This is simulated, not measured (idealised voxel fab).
process module | voxel released beams
cross-section cut | 160 nm wide | cells 5 nm
A cross-section is a grid of square cells, given in bands from the top down. A band is one or more rows of cells.
Each band's line starts with the height of the band's top and of its bottom, in nm. Then come its materials from left to right, each with its width in nm. One material with "throughout" fills the band from edge to edge. "air" is empty space.
Height 0 is the level under which the wafer as received is all one material. The lowest band goes on downwards, as in "0 down".
A width such as "30 to 40" changes by the same amount from each row of cells to the next, from the band's top row to its bottom row.
"no change" after a step means that no cell of the cross-section changed.
closed voids: empty space of 8 cells or more with no open way to the top, each as width x height at its distance from the left edge, in nm
after a step's settings: what the simulator itself notes on the step
overlay nm, on a step with a mask: how far to the right of its planned place the mask lay; to the left if negative
plan
1 op RECEIVE | material Si
2 op CONFORMAL_DEP | material SiN | thk nm 5
3 op DIRECTIONAL_DEP | material SiO2 | thk nm 15
4 op DIRECTIONAL_DEP | material aC | thk nm 15
5 op PATTERN | tone open | mask id ANCHOR | material resist | width nm 35 | thk nm 35 | overlay nm 0
6 op DIRECTIONAL_ETCH | etch materials aC | depth nm 15
7 op STRIP | etch materials resist
8 op DIRECTIONAL_ETCH | etch materials SiO2 | depth nm 15
9 op STRIP | etch materials aC
10 op CONFORMAL_DEP | material W | thk nm 15
11 op PATTERN | tone cover | mask id BEAM | material resist | width nm 110 | thk nm 15 | overlay nm 0
12 op DIRECTIONAL_ETCH | etch materials W | depth nm 15
13 op STRIP | etch materials resist
14 op STRIP | etch materials SiO2
as received, after step 1
  0 down: Si throughout
  closed voids: none
first wafer at the end, as planned
  35 to 20: air 20 | W 20 | air 5 | W 85 | air 30
  20 to 5: air 25 | W 35 | air 100
  5 to 0: SiN throughout
  0 down: Si throughout
  closed voids: none
second wafer at the end: like start, like plan, one mistake
  30 to 15: air 20 | W 20 | air 5 | W 85 | air 30
  15 to 0: air 25 | W 35 | air 100
  0 down: Si throughout
  closed voids: none
what went wrong: step 2 was left out
at the end the second wafer has, in cells: 32 fewer of SiN
